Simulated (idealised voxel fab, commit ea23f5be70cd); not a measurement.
Process module heading - voxel capacitor over wiring
This is section cut - it's 180 nm across, gridded in 5 nm square cells.
Bands, listed from the top down, are how a cross-section gets written in this document; the cross-section itself is a grid of square cells, and a band is one or more rows of them.
The entry gives the band's vertical extent as a top height and a bottom height in nm, then its horizontal make-up as materials from left to right, each with a width in nm. "air" stands for empty space; a single material marked "full width" fills the band edge to edge.
It should be noted that heights are counted from 0, beneath which the wafer as supplied is of one material throughout, and that the lowest band possesses no lower boundary but continues downward, as written in "0 -> down".
The two numbers in a width such as "30->40" mark its ends across the band: the first belongs to the top row of cells, the second to the bottom row, and from each row to the next the width moves by the same amount.
"no modifications" -> step changed no cross-section cell.
The entry titled "Completely enclosed voids" provides the empty spaces that have no open way to the top, restricted to those of 8 cells or more. Each is presented as width x height at distance, the distance being measured from the left edge, with all three in nm.
Past the settings on a step's line: simulator remark, on that step.
What "overlay nm" on a step's line means: if the step has a mask, that mask lay this far to the right of its planned place, or, when the value is negative, to the left.

Listed below are the process steps as planned:
1: op RECEIVE | material Si
2: op CONFORMAL_DEP | material SiO2 | thk nm 10
3: op DIRECTIONAL_DEP | material TiN | thk nm 5
4: op DIRECTIONAL_DEP | material Ru | thk nm 15
5: op PATTERN | tone cover | mask id METAL_1 | material resist | width nm 25 | pitch nm 85 | thk nm 20 | overlay nm 0
6: op DIRECTIONAL_ETCH | etch materials Ru | depth nm 15
7: op DIRECTIONAL_ETCH | etch materials TiN | depth nm 5
8: op STRIP | etch materials resist
9: op CONFORMAL_DEP | material SiCN | thk nm 5
10: op FILL_DEP | material SiO2 | thk nm 10
11: op CMP | height nm 30
12: op CONFORMAL_DEP | material SiCN | thk nm 5
13: op DIRECTIONAL_DEP | material SiO2 | thk nm 15
14: op DIRECTIONAL_DEP | material aC | thk nm 10
15: op PATTERN | tone open | mask id PLUG_1 | material resist | width nm 15 | thk nm 25 | overlay nm 0
16: op DIRECTIONAL_ETCH | etch materials aC | depth nm 10
17: op STRIP | etch materials resist
18: op DIRECTIONAL_ETCH | etch materials SiO2 | depth nm 15
19: op DIRECTIONAL_ETCH | etch materials SiCN | depth nm 5
20: op STRIP | etch materials aC
21: op EPI | material Ru | thk nm 10
22: op EPI | material Ru | thk nm 10
23: op DIRECTIONAL_DEP | material TiN | thk nm 10
24: op DIRECTIONAL_DEP | material SiN | thk nm 5
25: op DIRECTIONAL_DEP | material TiN | thk nm 5
26: op DIRECTIONAL_DEP | material aC | thk nm 15
27: op PATTERN | tone cover | mask id UPPER_PLATE | material resist | width nm 65 | thk nm 35 | overlay nm 0
28: op DIRECTIONAL_ETCH | etch materials aC | depth nm 15
29: op STRIP | etch materials resist
30: op DIRECTIONAL_ETCH | etch materials TiN | depth nm 5
31: op DIRECTIONAL_ETCH | etch materials SiN | depth nm 5
32: op STRIP | etch materials aC
33: op PATTERN | tone cover | mask id LOWER_PLATE | material resist | width nm 75 | thk nm 15 | overlay nm 0
34: op DIRECTIONAL_ETCH | etch materials TiN | depth nm 10
35: op STRIP | etch materials resist
36: op FILL_DEP | material SiO2 | thk nm 15
37: op CMP | height nm 80
38: op MASKED_ETCH | tone open | mask id PLUG_2 | width nm 15 | etch materials SiO2 | depth nm 10 | overlay nm 0
39: op CONFORMAL_DEP | material TiN | thk nm 5
40: op FILL_DEP | material Cu | thk nm 10
41: op CMP | height nm 80
42: op CONFORMAL_DEP | material SiN | thk nm 5

On the first of the two wafers: run conducted according to plan:

As-received wafer cross-section (after step 1):
* 0 -> down | Si full width
* Completely enclosed voids: none

Sectional view: wafer, after step 2:
* 10 -> 0 | SiO2 full width
* Whatever lies below 0 is exactly as it was before.

Sectional view: wafer, after step 3:
* 15 -> 10 | TiN full width
* Whatever lies below 10 is exactly as it was before.

Sectional view: wafer, after step 4:
* 30 -> 15 | Ru full width
* Whatever lies below 15 is exactly as it was before.

Sectional view: wafer, after step 5:
* 50 -> 30 | air 35 nm, then resist 25 nm, then air 60 nm, then resist 25 nm, then air 35 nm
* Whatever lies below 30 is exactly as it was before.

Sectional view: wafer, after step 6:
* 50 -> 30 | air 35 nm, then resist 25 nm, then air 60 nm, then resist 25 nm, then air 35 nm
* 30 -> 15 | air 35 nm, then Ru 25 nm, then air 60 nm, then Ru 25 nm, then air 35 nm
* Whatever lies below 15 is exactly as it was before.

Sectional view: wafer, after step 7:
* 50 -> 30 | air 35 nm, then resist 25 nm, then air 60 nm, then resist 25 nm, then air 35 nm
* 30 -> 15 | air 35 nm, then Ru 25 nm, then air 60 nm, then Ru 25 nm, then air 35 nm
* 15 -> 10 | air 35 nm, then TiN 25 nm, then air 60 nm, then TiN 25 nm, then air 35 nm
* Whatever lies below 10 is exactly as it was before.

Sectional view: wafer, after step 8:
* 30 -> 15 | air 35 nm, then Ru 25 nm, then air 60 nm, then Ru 25 nm, then air 35 nm
* Whatever lies below 15 is exactly as it was before.

Sectional view: wafer, after step 9:
* 35 -> 30 | air 30 nm, then SiCN 35 nm, then air 50 nm, then SiCN 35 nm, then air 30 nm
* 30 -> 15 | air 30 nm, then SiCN 5 nm, then Ru 25 nm, then SiCN 5 nm, then air 50 nm, then SiCN 5 nm, then Ru 25 nm, then SiCN 5 nm, then air 30 nm
* 15 -> 10 | SiCN 35 nm, then TiN 25 nm, then SiCN 60 nm, then TiN 25 nm, then SiCN 35 nm
* Whatever lies below 10 is exactly as it was before.

Sectional view: wafer, after step 10:
* 45 -> 35 | SiO2 full width
* 35 -> 30 | SiO2 30 nm, then SiCN 35 nm, then SiO2 50 nm, then SiCN 35 nm, then SiO2 30 nm
* 30 -> 15 | SiO2 30 nm, then SiCN 5 nm, then Ru 25 nm, then SiCN 5 nm, then SiO2 50 nm, then SiCN 5 nm, then Ru 25 nm, then SiCN 5 nm, then SiO2 30 nm
* Whatever lies below 15 is exactly as it was before.

Sectional view: wafer, after step 11:
* 30 -> 15 | SiO2 30 nm, then SiCN 5 nm, then Ru 25 nm, then SiCN 5 nm, then SiO2 50 nm, then SiCN 5 nm, then Ru 25 nm, then SiCN 5 nm, then SiO2 30 nm
* Whatever lies below 15 is exactly as it was before.

Sectional view: wafer, after step 12:
* 35 -> 30 | SiCN full width
* Whatever lies below 30 is exactly as it was before.

Sectional view: wafer, after step 13:
* 50 -> 35 | SiO2 full width
* Whatever lies below 35 is exactly as it was before.

Sectional view: wafer, after step 14:
* 60 -> 50 | aC full width
* Whatever lies below 50 is exactly as it was before.

Sectional view: wafer, after step 15:
* 85 -> 60 | resist 45 nm, then air 15 nm, then resist 120 nm
* Whatever lies below 60 is exactly as it was before.

Sectional view: wafer, after step 16:
* 75 -> 60 | resist 45 nm, then air 15 nm, then resist 120 nm
* 60 -> 50 | aC 45 nm, then air 15 nm, then aC 120 nm
* Whatever lies below 50 is exactly as it was before.

Sectional view: wafer, after step 17:
* 60 -> 50 | aC 45 nm, then air 15 nm, then aC 120 nm
* Whatever lies below 50 is exactly as it was before.

Sectional view: wafer, after step 18:
* 60 -> 50 | aC 45 nm, then air 15 nm, then aC 120 nm
* 50 -> 35 | SiO2 45 nm, then air 15 nm, then SiO2 120 nm
* Whatever lies below 35 is exactly as it was before.

Sectional view: wafer, after step 19:
* 60 -> 50 | aC 45 nm, then air 15 nm, then aC 120 nm
* 50 -> 35 | SiO2 45 nm, then air 15 nm, then SiO2 120 nm
* 35 -> 30 | SiCN 45 nm, then air 15 nm, then SiCN 120 nm
* Whatever lies below 30 is exactly as it was before.

Sectional view: wafer, after step 20:
* 50 -> 35 | SiO2 45 nm, then air 15 nm, then SiO2 120 nm
* Whatever lies below 35 is exactly as it was before.

Sectional view: wafer, after step 21:
* 50 -> 40 | SiO2 45 nm, then air 15 nm, then SiO2 120 nm
* 40 -> 35 | SiO2 45 nm, then Ru 15 nm, then SiO2 120 nm
* 35 -> 30 | SiCN 45 nm, then Ru 15 nm, then SiCN 120 nm
* Whatever lies below 30 is exactly as it was before.

Sectional view: wafer, after step 22:
* 50 -> 35 | SiO2 45 nm, then Ru 15 nm, then SiO2 120 nm
* Whatever lies below 35 is exactly as it was before.

Sectional view: wafer, after step 23:
* 60 -> 50 | TiN full width
* Whatever lies below 50 is exactly as it was before.

Sectional view: wafer, after step 24:
* 65 -> 60 | SiN full width
* Whatever lies below 60 is exactly as it was before.

Sectional view: wafer, after step 25:
* 70 -> 65 | TiN full width
* Whatever lies below 65 is exactly as it was before.

Sectional view: wafer, after step 26:
* 85 -> 70 | aC full width
* Whatever lies below 70 is exactly as it was before.

Sectional view: wafer, after step 27:
* 120 -> 85 | air 45 nm, then resist 65 nm, then air 70 nm
* Whatever lies below 85 is exactly as it was before.

Sectional view: wafer, after step 28:
* 105 -> 85 | air 45 nm, then resist 65 nm, then air 70 nm
* 85 -> 70 | air 45 nm, then aC 65 nm, then air 70 nm
* Whatever lies below 70 is exactly as it was before.

Sectional view: wafer, after step 29:
* 85 -> 70 | air 45 nm, then aC 65 nm, then air 70 nm
* Whatever lies below 70 is exactly as it was before.

Sectional view: wafer, after step 30:
* 85 -> 70 | air 45 nm, then aC 65 nm, then air 70 nm
* 70 -> 65 | air 45 nm, then TiN 65 nm, then air 70 nm
* Whatever lies below 65 is exactly as it was before.

Sectional view: wafer, after step 31:
* 85 -> 70 | air 45 nm, then aC 65 nm, then air 70 nm
* 70 -> 65 | air 45 nm, then TiN 65 nm, then air 70 nm
* 65 -> 60 | air 45 nm, then SiN 65 nm, then air 70 nm
* Whatever lies below 60 is exactly as it was before.

Sectional view: wafer, after step 32:
* 70 -> 65 | air 45 nm, then TiN 65 nm, then air 70 nm
* Whatever lies below 65 is exactly as it was before.

Sectional view: wafer, after step 33:
* 85 -> 70 | air 40 nm, then resist 75 nm, then air 65 nm
* 70 -> 65 | air 40 nm, then resist 5 nm, then TiN 65 nm, then resist 5 nm, then air 65 nm
* 65 -> 60 | air 40 nm, then resist 5 nm, then SiN 65 nm, then resist 5 nm, then air 65 nm
* Whatever lies below 60 is exactly as it was before.

Sectional view: wafer, after step 34:
* 85 -> 70 | air 40 nm, then resist 75 nm, then air 65 nm
* 70 -> 65 | air 40 nm, then resist 5 nm, then TiN 65 nm, then resist 5 nm, then air 65 nm
* 65 -> 60 | air 40 nm, then resist 5 nm, then SiN 65 nm, then resist 5 nm, then air 65 nm
* 60 -> 50 | air 40 nm, then TiN 75 nm, then air 65 nm
* Whatever lies below 50 is exactly as it was before.

Sectional view: wafer, after step 35:
* 70 -> 65 | air 45 nm, then TiN 65 nm, then air 70 nm
* 65 -> 60 | air 45 nm, then SiN 65 nm, then air 70 nm
* Whatever lies below 60 is exactly as it was before.

Sectional view: wafer, after step 36:
* 85 -> 70 | SiO2 full width
* 70 -> 65 | SiO2 45 nm, then TiN 65 nm, then SiO2 70 nm
* 65 -> 60 | SiO2 45 nm, then SiN 65 nm, then SiO2 70 nm
* 60 -> 50 | SiO2 40 nm, then TiN 75 nm, then SiO2 65 nm
* Whatever lies below 50 is exactly as it was before.

Sectional view: wafer, after step 37:
* 80 -> 70 | SiO2 full width
* Whatever lies below 70 is exactly as it was before.

Sectional view: wafer, after step 38:
* 80 -> 70 | SiO2 55 nm, then air 15 nm, then SiO2 110 nm
* Whatever lies below 70 is exactly as it was before.

Sectional view: wafer, after step 39:
* 85 -> 80 | TiN 60 nm, then air 5 nm, then TiN 115 nm
* 80 -> 75 | SiO2 55 nm, then TiN 5 nm, then air 5 nm, then TiN 5 nm, then SiO2 110 nm
* 75 -> 65 | SiO2 55->45 nm, then TiN 15->65 nm, then SiO2 110->70 nm
* Whatever lies below 65 is exactly as it was before.

Sectional view: wafer, after step 40:
* 95 -> 85 | Cu full width
* 85 -> 80 | TiN 60 nm, then Cu 5 nm, then TiN 115 nm
* 80 -> 75 | SiO2 55 nm, then TiN 5 nm, then Cu 5 nm, then TiN 5 nm, then SiO2 110 nm
* Whatever lies below 75 is exactly as it was before.

Sectional view: wafer, after step 41:
* 80 -> 75 | SiO2 55 nm, then TiN 5 nm, then Cu 5 nm, then TiN 5 nm, then SiO2 110 nm
* Whatever lies below 75 is exactly as it was before.

Sectional view: wafer, after step 42:
* 85 -> 80 | SiN full width
* Whatever lies below 80 is exactly as it was before.

Second of two: same start, same plan, one run error; steps up to and including 20 match the first:

X-section, second wafer, when step 22 was due to finish:
* 60 -> 50 | air 35 nm, then Ru 35 nm, then air 110 nm
* 50 -> 35 | SiO2 45 nm, then Ru 15 nm, then SiO2 120 nm
* 35 -> 30 | SiCN 45 nm, then Ru 15 nm, then SiCN 120 nm
* Whatever lies below 30 is exactly as it was before.

X-section, second wafer, when step 23 was due to finish:
* 70 -> 60 | air 35 nm, then TiN 35 nm, then air 110 nm
* 60 -> 50 | TiN 35 nm, then Ru 35 nm, then TiN 110 nm
* Whatever lies below 50 is exactly as it was before.

X-section, second wafer, when step 24 was due to finish:
* 75 -> 70 | air 35 nm, then SiN 35 nm, then air 110 nm
* 70 -> 65 | air 35 nm, then TiN 35 nm, then air 110 nm
* 65 -> 60 | SiN 35 nm, then TiN 35 nm, then SiN 110 nm
* Whatever lies below 60 is exactly as it was before.

X-section, second wafer, when step 25 was due to finish:
* 80 -> 75 | air 35 nm, then TiN 35 nm, then air 110 nm
* 75 -> 70 | air 35 nm, then SiN 35 nm, then air 110 nm
* 70 -> 65 | TiN full width
* Whatever lies below 65 is exactly as it was before.

X-section, second wafer, when step 26 was due to finish:
* 95 -> 85 | air 35 nm, then aC 35 nm, then air 110 nm
* 85 -> 80 | aC full width
* 80 -> 75 | aC 35 nm, then TiN 35 nm, then aC 110 nm
* 75 -> 70 | aC 35 nm, then SiN 35 nm, then aC 110 nm
* Whatever lies below 70 is exactly as it was before.

X-section, second wafer, when step 27 was due to finish:
* 130 -> 95 | air 45 nm, then resist 65 nm, then air 70 nm
* 95 -> 85 | air 35 nm, then aC 35 nm, then resist 40 nm, then air 70 nm
* Whatever lies below 85 is exactly as it was before.

X-section, second wafer, when step 28 was due to finish:
* 115 -> 95 | air 45 nm, then resist 65 nm, then air 70 nm
* 95 -> 85 | air 45 nm, then aC 25 nm, then resist 40 nm, then air 70 nm
* 85 -> 80 | air 45 nm, then aC 65 nm, then air 70 nm
* 80 -> 75 | air 35 nm, then TiN 35 nm, then aC 40 nm, then air 70 nm
* 75 -> 70 | air 35 nm, then SiN 35 nm, then aC 40 nm, then air 70 nm
* Whatever lies below 70 is exactly as it was before.

X-section, second wafer, when step 29 was due to finish:
* 95 -> 85 | air 45 nm, then aC 25 nm, then air 110 nm
* Whatever lies below 85 is exactly as it was before.

X-section, second wafer, when step 30 was due to finish:
* 95 -> 85 | air 45 nm, then aC 25 nm, then air 110 nm
* 85 -> 80 | air 45 nm, then aC 65 nm, then air 70 nm
* 80 -> 75 | air 45 nm, then TiN 25 nm, then aC 40 nm, then air 70 nm
* 75 -> 70 | air 35 nm, then SiN 35 nm, then aC 40 nm, then air 70 nm
* 70 -> 65 | air 35 nm, then TiN 75 nm, then air 70 nm
* Whatever lies below 65 is exactly as it was before.

X-section, second wafer, when step 31 was due to finish:
* 95 -> 85 | air 45 nm, then aC 25 nm, then air 110 nm
* 85 -> 80 | air 45 nm, then aC 65 nm, then air 70 nm
* 80 -> 75 | air 45 nm, then TiN 25 nm, then aC 40 nm, then air 70 nm
* 75 -> 70 | air 45 nm, then SiN 25 nm, then aC 40 nm, then air 70 nm
* 70 -> 65 | air 35 nm, then TiN 75 nm, then air 70 nm
* 65 -> 60 | air 35 nm, then TiN 35 nm, then SiN 40 nm, then air 70 nm
* Whatever lies below 60 is exactly as it was before.

X-section, second wafer, when step 32 was due to finish:
* 80 -> 75 | air 45 nm, then TiN 25 nm, then air 110 nm
* 75 -> 70 | air 45 nm, then SiN 25 nm, then air 110 nm
* Whatever lies below 70 is exactly as it was before.

X-section, second wafer, when step 33 was due to finish:
* 95 -> 80 | air 40 nm, then resist 75 nm, then air 65 nm
* 80 -> 75 | air 40 nm, then resist 5 nm, then TiN 25 nm, then resist 45 nm, then air 65 nm
* 75 -> 70 | air 40 nm, then resist 5 nm, then SiN 25 nm, then resist 45 nm, then air 65 nm
* 70 -> 65 | air 35 nm, then TiN 75 nm, then resist 5 nm, then air 65 nm
* 65 -> 60 | air 35 nm, then TiN 35 nm, then SiN 40 nm, then resist 5 nm, then air 65 nm
* Whatever lies below 60 is exactly as it was before.

X-section, second wafer, when step 34 was due to finish:
* 95 -> 80 | air 40 nm, then resist 75 nm, then air 65 nm
* 80 -> 75 | air 40 nm, then resist 5 nm, then TiN 25 nm, then resist 45 nm, then air 65 nm
* 75 -> 70 | air 40 nm, then resist 5 nm, then SiN 25 nm, then resist 45 nm, then air 65 nm
* 70 -> 65 | air 40 nm, then TiN 70 nm, then resist 5 nm, then air 65 nm
* 65 -> 60 | air 40 nm, then TiN 30 nm, then SiN 40 nm, then resist 5 nm, then air 65 nm
* 60 -> 50 | air 35 nm, then Ru 35 nm, then TiN 45 nm, then air 65 nm
* Whatever lies below 50 is exactly as it was before.

X-section, second wafer, when step 35 was due to finish:
* 80 -> 75 | air 45 nm, then TiN 25 nm, then air 110 nm
* 75 -> 70 | air 45 nm, then SiN 25 nm, then air 110 nm
* 70 -> 65 | air 40 nm, then TiN 70 nm, then air 70 nm
* 65 -> 60 | air 40 nm, then TiN 30 nm, then SiN 40 nm, then air 70 nm
* Whatever lies below 60 is exactly as it was before.

X-section, second wafer, when step 36 was due to finish:
* 95 -> 80 | SiO2 full width
* 80 -> 75 | SiO2 45 nm, then TiN 25 nm, then SiO2 110 nm
* 75 -> 70 | SiO2 45 nm, then SiN 25 nm, then SiO2 110 nm
* 70 -> 65 | SiO2 40 nm, then TiN 70 nm, then SiO2 70 nm
* 65 -> 60 | SiO2 40 nm, then TiN 30 nm, then SiN 40 nm, then SiO2 70 nm
* 60 -> 50 | SiO2 35 nm, then Ru 35 nm, then TiN 45 nm, then SiO2 65 nm
* Whatever lies below 50 is exactly as it was before.

X-section, second wafer, when step 37 was due to finish:
* 80 -> 75 | SiO2 45 nm, then TiN 25 nm, then SiO2 110 nm
* Whatever lies below 75 is exactly as it was before.

X-section, second wafer, when step 38 was due to finish: no modifications

X-section, second wafer, when step 39 was due to finish:
* 85 -> 80 | TiN full width
* Whatever lies below 80 is exactly as it was before.

X-section, second wafer, when step 40 was due to finish:
* 95 -> 85 | Cu full width
* Whatever lies below 85 is exactly as it was before.

X-section, second wafer, when step 41 was due to finish:
* 80 -> 75 | SiO2 45 nm, then TiN 25 nm, then SiO2 110 nm
* Whatever lies below 75 is exactly as it was before.

X-section, second wafer, when step 42 was due to finish:
* 85 -> 80 | SiN full width
* Whatever lies below 80 is exactly as it was before.
what went wrong: one of 21 and 22 got run twice; they're all identical, so no saying which
The closing comparison, in cells, has the second wafer with more or fewer of some materials than the first: Cu -1, Ru +14, SiO2 -8, TiN -5
